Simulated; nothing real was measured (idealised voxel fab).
The following process module bears the name voxel ribs on slabs.
For reference, the cross-section in this document is cut, with width 170 nm and square cells of 5 nm.
If you're reading a cross-section in this doc, picture square cells in a grid; it comes to you as bands, top ones listed first down to the bottom, and a band can be one or more rows of cells. Band entry format. Leading values: height of top, height of bottom, nm. Remainder: materials in left-to-right order, each with its width in nm. Special words: "all across" on a single material, which then fills the band edge to edge; "air", empty space. Heights are expressed relative to 0, this being the level below which the as-received wafer comprises one material exclusively. The lowest band is unbounded in the downward direction and is denoted as in "0 down". With a width like "30..40", each row of cells in the band differs from the next by the same amount, the top row carrying the first number and the bottom row the second. What does "stayed the same" mean for a step? It means no cell of the cross-section changed in that step. "Closed void list": empty spaces of 8 cells or more with no open way to the top, each given as width x height at distance, distance from the left edge, all in nm. after a step's settings: what the simulator itself notes on the step. Each step line may optionally specify "overlay nm", which for a step with a mask gives the rightward distance between the mask's planned place and where it lay, a negative value indicating the leftward direction.

**Intended process steps**
1: RECEIVE | material Si
2: DIRECTIONAL_DEP | material SiO2 | thk nm 20
3: DIRECTIONAL_DEP | material polySi | thk nm 15
4: MASKED_ETCH | tone cover | mask id RIB | width nm 30 | etch materials polySi | depth nm 10 | overlay nm 0
5: DIRECTIONAL_DEP | material aC | thk nm 15
6: PATTERN | tone cover | mask id SLAB | material resist | width nm 70 | thk nm 35 | overlay nm 0
7: DIRECTIONAL_ETCH | etch materials aC | depth nm 15
8: STRIP | etch materials resist
9: DIRECTIONAL_ETCH | etch materials polySi | depth nm 5
10: STRIP | etch materials aC
11: FILL_DEP | material SiO2 | thk nm 15
12: CMP | height nm 45
13: DIRECTIONAL_DEP | material W | thk nm 10
14: DIRECTIONAL_DEP | material aC | thk nm 10
15: PATTERN | tone cover | mask id HEATER | material resist | width nm 40 | thk nm 25 | overlay nm 0
16: DIRECTIONAL_ETCH | etch materials aC | depth nm 10
17: STRIP | etch materials resist
18: DIRECTIONAL_ETCH | etch materials W | depth nm 10
19: STRIP | etch materials aC
20: CONFORMAL_DEP | material SiN | thk nm 10

**The cross-section here shows the wafer as received, i.e. in its state after step 1**
* 0 down = Si all across
* Closed void list: none

**Looking at the first of two wafers in cross-section at end of module - ran to plan**
* 65 to 55 = 55 nm air, 60 nm SiN, 55 nm air
* 55 to 45 = 65 nm SiN, 40 nm W, 65 nm SiN
* 45 to 35 = SiO2 all across
* 35 to 25 = 70 nm SiO2, 30 nm polySi, 70 nm SiO2
* 25 to 20 = 50 nm SiO2, 70 nm polySi, 50 nm SiO2
* 20 to 0 = SiO2 all across
* 0 down = Si all across
* Closed void list: none

**Cross-sectional view: second of two wafers, end of module; start and plan identical to the first, one mistake in running**
* 65 to 55 = 55 nm air, 60 nm SiN, 55 nm air
* 55 to 45 = 65 nm SiN, 40 nm W, 65 nm SiN
* 45 to 35 = SiO2 all across
* 35 to 25 = 70..50 nm SiO2, 30..70 nm polySi, 70..50 nm SiO2
* 25 to 20 = polySi all across
* 20 to 0 = SiO2 all across
* 0 down = Si all across
* Closed void list: none
What broke from the plan during processing? off-plan run, step 4, actual operation and settings MASKED_ETCH | tone cover | mask id RIB | width nm 30 | etch materials polySi | depth nm 5 | overlay nm 0
Wrapping up, a cell-based count of both wafers puts the second over or under the first for these materials: SiO2 -28 | polySi +28
